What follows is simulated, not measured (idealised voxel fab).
process module | voxel self aligned vias
cross-section cut | 280 nm wide | cells 5 nm
A cross-section is a grid of square cells, given in bands from the top down. A band is one or more rows of cells.
Each band's line starts with the height of the band's top and of its bottom, in nm. Then come its materials from left to right, each with its width in nm. One material with "throughout" fills the band from edge to edge. "air" is empty space.
Height 0 is the level under which the wafer as received is all one material. The lowest band goes on downwards, as in "0 down".
A width such as "30 to 40" changes by the same amount from each row of cells to the next, from the band's top row to its bottom row.
"no change" after a step means that no cell of the cross-section changed.
closed voids: empty space of 8 cells or more with no open way to the top, each as width x height at its distance from the left edge, in nm
after a step's settings: what the simulator itself notes on the step
overlay nm, on a step with a mask: how far to the right of its planned place the mask lay; to the left if negative
plan
1 op RECEIVE | material Si
2 op CONFORMAL_DEP | material SiO2 | thk nm 10
3 op CONFORMAL_DEP | material SiCN | thk nm 5
4 op DIRECTIONAL_DEP | material lowk | thk nm 20
5 op DIRECTIONAL_DEP | material aC | thk nm 10
6 op PATTERN | tone open | mask id LINES | material resist | width nm 30 | pitch nm 65 | thk nm 30 | overlay nm 0
7 op DIRECTIONAL_ETCH | etch materials aC | depth nm 10
8 op STRIP | etch materials resist
9 op DIRECTIONAL_ETCH | etch materials lowk | depth nm 20
10 op STRIP | etch materials aC
11 op CONFORMAL_DEP | material TiN | thk nm 5
12 op FILL_DEP | material W | thk nm 10
13 op CMP | height nm 35
14 op SELECTIVE_ETCH | etch materials W Ru TiN | depth nm 5
15 op FILL_DEP | material SiN | thk nm 5
16 op CMP | height nm 35
17 op DIRECTIONAL_DEP | material lowk | thk nm 20
18 op PATTERN | tone open | mask id VIAS | material resist | width nm 40 | thk nm 20 | overlay nm 0
19 op DIRECTIONAL_ETCH | etch materials lowk | depth nm 20
20 op DIRECTIONAL_ETCH | etch materials SiN | depth nm 5
21 op STRIP | etch materials resist
22 op CONFORMAL_DEP | material TiN | thk nm 5
23 op FILL_DEP | material Cu | thk nm 5
24 op CMP | height nm 55
25 op CONFORMAL_DEP | material SiN | thk nm 5
first wafer, as planned
as received, after step 1
  0 down: Si throughout
  closed voids: none
after step 2
  10 to 0: SiO2 throughout
  below 0: unchanged
after step 3
  15 to 10: SiCN throughout
  below 10: unchanged
after step 4
  35 to 15: lowk throughout
  below 15: unchanged
after step 5
  45 to 35: aC throughout
  below 35: unchanged
after step 6
  75 to 45: resist 90 | air 30 | resist 35 | air 30 | resist 95
  below 45: unchanged
after step 7
  65 to 45: resist 90 | air 30 | resist 35 | air 30 | resist 95
  45 to 35: aC 90 | air 30 | aC 35 | air 30 | aC 95
  below 35: unchanged
after step 8
  45 to 35: aC 90 | air 30 | aC 35 | air 30 | aC 95
  below 35: unchanged
after step 9
  45 to 35: aC 90 | air 30 | aC 35 | air 30 | aC 95
  35 to 15: lowk 90 | air 30 | lowk 35 | air 30 | lowk 95
  below 15: unchanged
after step 10
  35 to 15: lowk 90 | air 30 | lowk 35 | air 30 | lowk 95
  below 15: unchanged
after step 11
  40 to 35: TiN 95 | air 20 | TiN 45 | air 20 | TiN 100
  35 to 20: lowk 90 | TiN 5 | air 20 | TiN 5 | lowk 35 | TiN 5 | air 20 | TiN 5 | lowk 95
  20 to 15: lowk 90 | TiN 30 | lowk 35 | TiN 30 | lowk 95
  below 15: unchanged
after step 12
  50 to 40: W throughout
  40 to 35: TiN 95 | W 20 | TiN 45 | W 20 | TiN 100
  35 to 20: lowk 90 | TiN 5 | W 20 | TiN 5 | lowk 35 | TiN 5 | W 20 | TiN 5 | lowk 95
  below 20: unchanged
after step 13
  35 to 20: lowk 90 | TiN 5 | W 20 | TiN 5 | lowk 35 | TiN 5 | W 20 | TiN 5 | lowk 95
  below 20: unchanged
after step 14
  35 to 30: lowk 90 | air 30 | lowk 35 | air 30 | lowk 95
  below 30: unchanged
after step 15
  40 to 35: SiN throughout
  35 to 30: lowk 90 | SiN 30 | lowk 35 | SiN 30 | lowk 95
  below 30: unchanged
after step 16
  35 to 30: lowk 90 | SiN 30 | lowk 35 | SiN 30 | lowk 95
  below 30: unchanged
after step 17
  55 to 35: lowk throughout
  below 35: unchanged
after step 18
  75 to 55: resist 85 | air 40 | resist 155
  below 55: unchanged
after step 19
  75 to 55: resist 85 | air 40 | resist 155
  55 to 35: lowk 85 | air 40 | lowk 155
  below 35: unchanged
after step 20
  75 to 55: resist 85 | air 40 | resist 155
  55 to 35: lowk 85 | air 40 | lowk 155
  35 to 30: lowk 90 | air 30 | lowk 35 | SiN 30 | lowk 95
  below 30: unchanged
after step 21
  55 to 35: lowk 85 | air 40 | lowk 155
  below 35: unchanged
after step 22
  60 to 55: TiN 90 | air 30 | TiN 160
  55 to 40: lowk 85 | TiN 5 | air 30 | TiN 5 | lowk 155
  40 to 35: lowk 85 | TiN 10 | air 20 | TiN 10 | lowk 155
  35 to 30: lowk 90 | TiN 30 | lowk 35 | SiN 30 | lowk 95
  below 30: unchanged
after step 23
  65 to 60: Cu throughout
  60 to 55: TiN 90 | Cu 30 | TiN 160
  55 to 40: lowk 85 | TiN 5 | Cu 30 | TiN 5 | lowk 155
  40 to 35: lowk 85 | TiN 10 | Cu 20 | TiN 10 | lowk 155
  below 35: unchanged
after step 24
  55 to 40: lowk 85 | TiN 5 | Cu 30 | TiN 5 | lowk 155
  below 40: unchanged
after step 25
  60 to 55: SiN throughout
  below 55: unchanged
second wafer: like start, like plan, one mistake. Through step 1 it matches the first wafer
when step 2 should have ended: no change
when step 3 should have ended
  5 to 0: SiCN throughout
  below 0: unchanged
when step 4 should have ended
  25 to 5: lowk throughout
  below 5: unchanged
when step 5 should have ended
  35 to 25: aC throughout
  below 25: unchanged
when step 6 should have ended
  65 to 35: resist 90 | air 30 | resist 35 | air 30 | resist 95
  below 35: unchanged
when step 7 should have ended
  55 to 35: resist 90 | air 30 | resist 35 | air 30 | resist 95
  35 to 25: aC 90 | air 30 | aC 35 | air 30 | aC 95
  below 25: unchanged
when step 8 should have ended
  35 to 25: aC 90 | air 30 | aC 35 | air 30 | aC 95
  below 25: unchanged
when step 9 should have ended
  35 to 25: aC 90 | air 30 | aC 35 | air 30 | aC 95
  25 to 5: lowk 90 | air 30 | lowk 35 | air 30 | lowk 95
  below 5: unchanged
when step 10 should have ended
  25 to 5: lowk 90 | air 30 | lowk 35 | air 30 | lowk 95
  below 5: unchanged
when step 11 should have ended
  30 to 25: TiN 95 | air 20 | TiN 45 | air 20 | TiN 100
  25 to 10: lowk 90 | TiN 5 | air 20 | TiN 5 | lowk 35 | TiN 5 | air 20 | TiN 5 | lowk 95
  10 to 5: lowk 90 | TiN 30 | lowk 35 | TiN 30 | lowk 95
  below 5: unchanged
when step 12 should have ended
  40 to 30: W throughout
  30 to 25: TiN 95 | W 20 | TiN 45 | W 20 | TiN 100
  25 to 10: lowk 90 | TiN 5 | W 20 | TiN 5 | lowk 35 | TiN 5 | W 20 | TiN 5 | lowk 95
  below 10: unchanged
when step 13 should have ended
  35 to 30: W throughout
  below 30: unchanged
when step 14 should have ended
  30 to 25: TiN 95 | W 20 | TiN 45 | W 20 | TiN 100
  below 25: unchanged
when step 15 should have ended
  35 to 30: SiN throughout
  below 30: unchanged
when step 16 should have ended: no change
when step 17 should have ended
  55 to 35: lowk throughout
  below 35: unchanged
when step 18 should have ended
  75 to 55: resist 85 | air 40 | resist 155
  below 55: unchanged
when step 19 should have ended
  75 to 55: resist 85 | air 40 | resist 155
  55 to 35: lowk 85 | air 40 | lowk 155
  below 35: unchanged
when step 20 should have ended
  75 to 55: resist 85 | air 40 | resist 155
  55 to 35: lowk 85 | air 40 | lowk 155
  35 to 30: SiN 85 | air 40 | SiN 155
  below 30: unchanged
when step 21 should have ended
  55 to 35: lowk 85 | air 40 | lowk 155
  below 35: unchanged
when step 22 should have ended
  60 to 55: TiN 90 | air 30 | TiN 160
  55 to 35: lowk 85 | TiN 5 | air 30 | TiN 5 | lowk 155
  35 to 30: SiN 85 | TiN 40 | SiN 155
  below 30: unchanged
when step 23 should have ended
  65 to 60: Cu throughout
  60 to 55: TiN 90 | Cu 30 | TiN 160
  55 to 35: lowk 85 | TiN 5 | Cu 30 | TiN 5 | lowk 155
  below 35: unchanged
when step 24 should have ended
  55 to 35: lowk 85 | TiN 5 | Cu 30 | TiN 5 | lowk 155
  below 35: unchanged
when step 25 should have ended
  60 to 55: SiN throughout
  below 55: unchanged
what went wrong: step 2 was left out
at the end the second wafer has, in cells: 2 more of Cu | 42 more of SiN | 112 fewer of SiO2 | 52 more of TiN | 16 more of W
